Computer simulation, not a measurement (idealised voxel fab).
process module | voxel self aligned vias
cross-section cut | 200 nm wide | cells 5 nm
A cross-section is a grid of square cells, given in bands from the top down. A band is one or more rows of cells.
Each band's line starts with the height of the band's top and of its bottom, in nm. Then come its materials from left to right, each with its width in nm. One material with "throughout" fills the band from edge to edge. "air" is empty space.
Height 0 is the level under which the wafer as received is all one material. The lowest band goes on downwards, as in "0 down".
A width such as "30 to 40" changes by the same amount from each row of cells to the next, from the band's top row to its bottom row.
"no change" after a step means that no cell of the cross-section changed.
closed voids: empty space of 8 cells or more with no open way to the top, each as width x height at its distance from the left edge, in nm
after a step's settings: what the simulator itself notes on the step
overlay nm, on a step with a mask: how far to the right of its planned place the mask lay; to the left if negative
plan
1 op RECEIVE | material Si
2 op CONFORMAL_DEP | material SiO2 | thk nm 15
3 op CONFORMAL_DEP | material SiCN | thk nm 5
4 op DIRECTIONAL_DEP | material SiO2 | thk nm 20
5 op DIRECTIONAL_DEP | material aC | thk nm 10
6 op PATTERN | tone open | mask id LINES | material resist | width nm 20 | pitch nm 65 | thk nm 25 | overlay nm 0
7 op DIRECTIONAL_ETCH | etch materials aC | depth nm 10
8 op STRIP | etch materials resist
9 op DIRECTIONAL_ETCH | etch materials SiO2 | depth nm 20
10 op STRIP | etch materials aC
11 op CONFORMAL_DEP | material TiN | thk nm 5
12 op FILL_DEP | material Ru | thk nm 5
13 op CMP | height nm 40
14 op SELECTIVE_ETCH | etch materials W Ru TiN | depth nm 10
15 op FILL_DEP | material SiN | thk nm 5
16 op CMP | height nm 40
17 op DIRECTIONAL_DEP | material SiO2 | thk nm 20
18 op PATTERN | tone open | mask id VIAS | material resist | width nm 40 | pitch nm 65 | thk nm 20 | overlay nm 0
19 op DIRECTIONAL_ETCH | etch materials SiO2 | depth nm 20
20 op DIRECTIONAL_ETCH | etch materials SiN | depth nm 10
21 op STRIP | etch materials resist
22 op CONFORMAL_DEP | material TiN | thk nm 5
23 op FILL_DEP | material W | thk nm 10
24 op CMP | height nm 60
25 op CONFORMAL_DEP | material SiN | thk nm 5
as received, after step 1
  0 down: Si throughout
  closed voids: none
first wafer at the end, as planned
  65 to 60: SiN throughout
  60 to 45: SiO2 45 | TiN 5 | W 30 | TiN 5 | SiO2 25 | TiN 5 | W 30 | TiN 5 | SiO2 50
  45 to 35: SiO2 45 to 55 | TiN 15 to 5 | W 10 | TiN 15 to 5 | SiO2 25 to 45 | TiN 15 to 5 | W 10 | TiN 15 to 5 | SiO2 50 to 60
  35 to 30: SiO2 55 | TiN 20 | SiO2 45 | TiN 20 | SiO2 60
  30 to 25: SiO2 55 | TiN 5 | Ru 10 | TiN 5 | SiO2 45 | TiN 5 | Ru 10 | TiN 5 | SiO2 60
  25 to 20: SiO2 55 | TiN 20 | SiO2 45 | TiN 20 | SiO2 60
  20 to 15: SiCN throughout
  15 to 0: SiO2 throughout
  0 down: Si throughout
  closed voids: none
second wafer at the end: like start, like plan, one mistake
  65 to 60: SiN throughout
  60 to 45: SiO2 45 | TiN 5 | W 30 | TiN 5 | SiO2 25 | TiN 5 | W 30 | TiN 5 | SiO2 50
  45 to 35: SiO2 45 to 55 | TiN 15 to 5 | W 10 | TiN 15 to 5 | SiO2 25 to 45 | TiN 15 to 5 | W 10 | TiN 15 to 5 | SiO2 50 to 60
  35 to 30: SiO2 55 | TiN 20 | SiO2 45 | TiN 20 | SiO2 60
  30 to 25: SiO2 55 | TiN 5 | Ru 10 | TiN 5 | SiO2 45 | TiN 5 | Ru 10 | TiN 5 | SiO2 60
  25 to 20: SiO2 55 | TiN 20 | SiO2 45 | TiN 20 | SiO2 60
  20 to 5: SiO2 throughout
  5 to 0: SiCN throughout
  0 down: Si throughout
  closed voids: none
what went wrong: steps 2 and 3 were swapped
at the end the second wafer has, in cells: as many of each material as the first, in other places
